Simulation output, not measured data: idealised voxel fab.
process module | voxel fin reveal
cross-section cut | 200 nm wide | cells 5 nm
A cross-section is a grid of square cells, given in bands from the top down. A band is one or more rows of cells.
Each band's line starts with the height of the band's top and of its bottom, in nm. Then come its materials from left to right, each with its width in nm. One material with "throughout" fills the band from edge to edge. "air" is empty space.
Height 0 is the level under which the wafer as received is all one material. The lowest band goes on downwards, as in "0 down".
A width such as "30 to 40" changes by the same amount from each row of cells to the next, from the band's top row to its bottom row.
"no change" after a step means that no cell of the cross-section changed.
closed voids: empty space of 8 cells or more with no open way to the top, each as width x height at its distance from the left edge, in nm
after a step's settings: what the simulator itself notes on the step
overlay nm, on a step with a mask: how far to the right of its planned place the mask lay; to the left if negative
plan
1 op RECEIVE | material Si
2 op CONFORMAL_DEP | material SiN | thk nm 5
3 op DIRECTIONAL_DEP | material aC | thk nm 15
4 op PATTERN | tone cover | mask id FINS | material resist | width nm 15 | pitch nm 35 | thk nm 35 | overlay nm 0
5 op DIRECTIONAL_ETCH | etch materials aC | depth nm 15
6 op STRIP | etch materials resist
7 op DIRECTIONAL_ETCH | etch materials SiN | depth nm 5
8 op DIRECTIONAL_ETCH | etch materials Si | depth nm 35
9 op STRIP | etch materials aC
10 op OXIDIZE | depth nm 5
11 op FILL_DEP | material SiO2 | thk nm 10
12 op CMP | height nm 5
13 op SELECTIVE_ETCH | etch materials SiO2 | depth nm 30
14 op STRIP | etch materials SiN
as received, after step 1
  0 down: Si throughout
  closed voids: none
first wafer at the end, as planned
  0 to -25: air 80 | Si 5 | air 30 | Si 5 | air 80
  -25 to -40: SiO2 80 | Si 5 | SiO2 30 | Si 5 | SiO2 80
  -40 down: Si throughout
  closed voids: none
second wafer at the end: like start, like plan, one mistake
  0 to -25: air 85 | Si 5 | air 30 | Si 5 | air 75
  -25 to -40: SiO2 85 | Si 5 | SiO2 30 | Si 5 | SiO2 75
  -40 down: Si throughout
  closed voids: none
what went wrong: step 4 ran as: op PATTERN | tone cover | mask id FINS | material resist | width nm 15 | pitch nm 35 | thk nm 35 | overlay nm 5
at the end the second wafer has, in cells: as many of each material as the first, in other places
